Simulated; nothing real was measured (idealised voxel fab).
Process module heading - voxel fin reveal
Cross-sectional view cut (width: 250 nm; square cell size: 5 nm).
For the purposes of this document, a cross-section shall be understood as a grid of square cells, specified as bands listed in top-to-bottom order, each band consisting of one or more rows of cells.
The entry gives the band's vertical extent as a top height and a bottom height in nm, then its horizontal make-up as materials from left to right, each with a width in nm. "air" stands for empty space; a single material marked "everywhere" fills the band edge to edge.
A quick word on heights: they are counted from 0, and under that level the wafer as it came to us is one material throughout. The lowest band is different from the rest in having no bottom; it simply continues downward, written as in "0 and below".
Graded width ("30..40"): value in top row of band = first number; value in bottom row = second number; row-to-row change constant.
It should be understood that the words "remained the same", when stated for a given step, signify that the cross-section underwent no change in any of its cells during that step.
"Closed void list" lists enclosed empty spaces (at least 8 cells, no open path upward to the top), each as width x height at distance from the left edge, in nm.
Past the settings on a step's line: simulator remark, on that step.
"overlay nm" denotes, for a step that has a mask, the displacement of the mask to the right of its planned place, with negative values corresponding to the left.

So here's the lineup of process steps we planned
1) RECEIVE | material Si
2) CONFORMAL_DEP | material SiN | thk nm 5
3) DIRECTIONAL_DEP | material aC | thk nm 15
4) PATTERN | tone cover | mask id FINS | material resist | width nm 15 | pitch nm 35 | thk nm 30 | overlay nm -15
5) DIRECTIONAL_ETCH | etch materials aC | depth nm 15
6) STRIP | etch materials resist
7) DIRECTIONAL_ETCH | etch materials SiN | depth nm 5
8) DIRECTIONAL_ETCH | etch materials Si | depth nm 35
9) STRIP | etch materials aC
10) OXIDIZE | depth nm 5
11) FILL_DEP | material SiO2 | thk nm 5
12) CMP | height nm 5
13) SELECTIVE_ETCH | etch materials SiO2 | depth nm 20
14) STRIP | etch materials SiN
15) CONFORMAL_DEP | material SiO2 | thk nm 5
Every wafer here starts from the same state; it is the step 4 overlay nm that distinguishes them, and the value the plan gives belongs to the first wafer.

Cross-section of the first of several wafers as received (after step 1)
  0 and below | Si everywhere
  Closed void list: none

Each row below is a wafer at the end of the module, listing for every material the number of cells it has gained (+) or lost (-) since it was received, followed by its closed voids
overlay nm -15, -384 Si, +302 SiO2, Closed void list: none
overlay nm -10, -384 Si, +302 SiO2, Closed void list: none
overlay nm -5, -384 Si, +302 SiO2, Closed void list: none
overlay nm 0, -384 Si, +302 SiO2, Closed void list: none
overlay nm 5, -384 Si, +302 SiO2, Closed void list: none
overlay nm 10, -384 Si, +302 SiO2, Closed void list: none
overlay nm 15, -384 Si, +302 SiO2, Closed void list: none
